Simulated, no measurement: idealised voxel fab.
You're looking at the process module voxel released beams.
Section cut is 180 nm wide and gridded with 5 nm square cells.
A cross-section is a grid of square cells, given in bands from the top down. A band is one or more rows of cells.
Heads up on the band format: heights come first, top then bottom, in nm. After that it's the materials left to right, each with its width in nm. A single material flagged "everywhere" fills the whole band edge to edge, and "empty" means there's empty space there.
Basically, 0 is our baseline, since under it the wafer straight out of the box is all one material. The bottom band has no lower end and keeps on going down, so it looks like "top 0, no bottom".
Width: "30->40" (first number = top row, second number = bottom row, same change from row to row of cells).
Step marked "nothing altered"? Then no cell in the cross-section changed in it.
The entry titled "Completely sealed voids" provides the empty spaces that have no open way to the top, restricted to those of 8 cells or more. Each is presented as width x height at distance, the distance being measured from the left edge, with all three in nm.
If you see something after the settings on a step's line, that's the simulator's own remark about that step.
If you see "overlay nm" on a step's line and that step has a mask, it's telling you how far right of where it was planned the mask ended up; a negative number means it went left instead.

## These are the steps we planned for the process
1 RECEIVE | material Si
2 CONFORMAL_DEP | material Al2O3 | thk nm 10
3 DIRECTIONAL_DEP | material SiO2 | thk nm 10
4 PATTERN | tone open | mask id ANCHOR | material resist | width nm 30 | thk nm 15 | overlay nm 0
5 DIRECTIONAL_ETCH | etch materials SiO2 | depth nm 10
6 STRIP | etch materials resist
7 CONFORMAL_DEP | material SiN | thk nm 10
8 PATTERN | tone cover | mask id BEAM | material resist | width nm 100 | thk nm 20 | overlay nm 0
9 DIRECTIONAL_ETCH | etch materials SiN | depth nm 10
10 STRIP | etch materials resist
11 STRIP | etch materials SiO2

## What follows covers the first of two wafers; it ran as planned

## Cross-section of the wafer upon arrival, representing the state reached after step 1
  top 0, no bottom  Si everywhere
  Completely sealed voids: none

## Upon completion of step 2, the wafer appears in cross-section as shown
  top 10, bottom 0  Al2O3 everywhere
  Lower than 0, everything is as it was.

## Upon completion of step 3, the wafer appears in cross-section as shown
  top 20, bottom 10  SiO2 everywhere
  Lower than 10, everything is as it was.

## Upon completion of step 4, the wafer appears in cross-section as shown
  top 35, bottom 20  40 of resist, then 30 of empty, then 110 of resist
  Lower than 20, everything is as it was.

## Upon completion of step 5, the wafer appears in cross-section as shown
  top 35, bottom 20  40 of resist, then 30 of empty, then 110 of resist
  top 20, bottom 10  40 of SiO2, then 30 of empty, then 110 of SiO2
  Lower than 10, everything is as it was.

## Upon completion of step 6, the wafer appears in cross-section as shown
  top 20, bottom 10  40 of SiO2, then 30 of empty, then 110 of SiO2
  Lower than 10, everything is as it was.

## Upon completion of step 7, the wafer appears in cross-section as shown
  top 30, bottom 20  50 of SiN, then 10 of empty, then 120 of SiN
  top 20, bottom 10  40 of SiO2, then 30 of SiN, then 110 of SiO2
  Lower than 10, everything is as it was.

## Upon completion of step 8, the wafer appears in cross-section as shown
  top 50, bottom 30  35 of empty, then 100 of resist, then 45 of empty
  top 30, bottom 20  50 of SiN, then 10 of resist, then 120 of SiN
  Lower than 20, everything is as it was.

## Upon completion of step 9, the wafer appears in cross-section as shown
  top 50, bottom 30  35 of empty, then 100 of resist, then 45 of empty
  top 30, bottom 20  35 of empty, then 15 of SiN, then 10 of resist, then 75 of SiN, then 45 of empty
  Lower than 20, everything is as it was.

## Upon completion of step 10, the wafer appears in cross-section as shown
  top 30, bottom 20  35 of empty, then 15 of SiN, then 10 of empty, then 75 of SiN, then 45 of empty
  Lower than 20, everything is as it was.

## Upon completion of step 11, the wafer appears in cross-section as shown
  top 30, bottom 20  35 of empty, then 15 of SiN, then 10 of empty, then 75 of SiN, then 45 of empty
  top 20, bottom 10  40 of empty, then 30 of SiN, then 110 of empty
  Lower than 10, everything is as it was.

## Second wafer, same starting state and plan as the first, one mistake in the run, identical through step 6

## Cross-section of the second wafer at the time by which step 7 should have been completed according to the plan
  top 25, bottom 20  45 of SiN, then 20 of empty, then 115 of SiN
  top 20, bottom 15  40 of SiO2, then 5 of SiN, then 20 of empty, then 5 of SiN, then 110 of SiO2
  top 15, bottom 10  40 of SiO2, then 30 of SiN, then 110 of SiO2
  Lower than 10, everything is as it was.

## Cross-section of the second wafer at the time by which step 8 should have been completed according to the plan
  top 45, bottom 25  35 of empty, then 100 of resist, then 45 of empty
  top 25, bottom 20  45 of SiN, then 20 of resist, then 115 of SiN
  top 20, bottom 15  40 of SiO2, then 5 of SiN, then 20 of resist, then 5 of SiN, then 110 of SiO2
  Lower than 15, everything is as it was.

## Cross-section of the second wafer at the time by which step 9 should have been completed according to the plan
  top 45, bottom 25  35 of empty, then 100 of resist, then 45 of empty
  top 25, bottom 20  35 of empty, then 10 of SiN, then 20 of resist, then 70 of SiN, then 45 of empty
  Lower than 20, everything is as it was.

## Cross-section of the second wafer at the time by which step 10 should have been completed according to the plan
  top 25, bottom 20  35 of empty, then 10 of SiN, then 20 of empty, then 70 of SiN, then 45 of empty
  top 20, bottom 15  40 of SiO2, then 5 of SiN, then 20 of empty, then 5 of SiN, then 110 of SiO2
  Lower than 15, everything is as it was.

## Cross-section of the second wafer at the time by which step 11 should have been completed according to the plan
  top 25, bottom 15  35->40 of empty, then 10->5 of SiN, then 20 of empty, then 70->5 of SiN, then 45->110 of empty
  top 15, bottom 10  40 of empty, then 30 of SiN, then 110 of empty
  Lower than 10, everything is as it was.
Heads up, the wafer didn't run the way we planned it: for step 7, the planned setting was not used; the step was instead run as CONFORMAL_DEP | material SiN | thk nm 5
Final comparison by cell count, materials where the second wafer has more or fewer than the first: 24 fewer of SiN
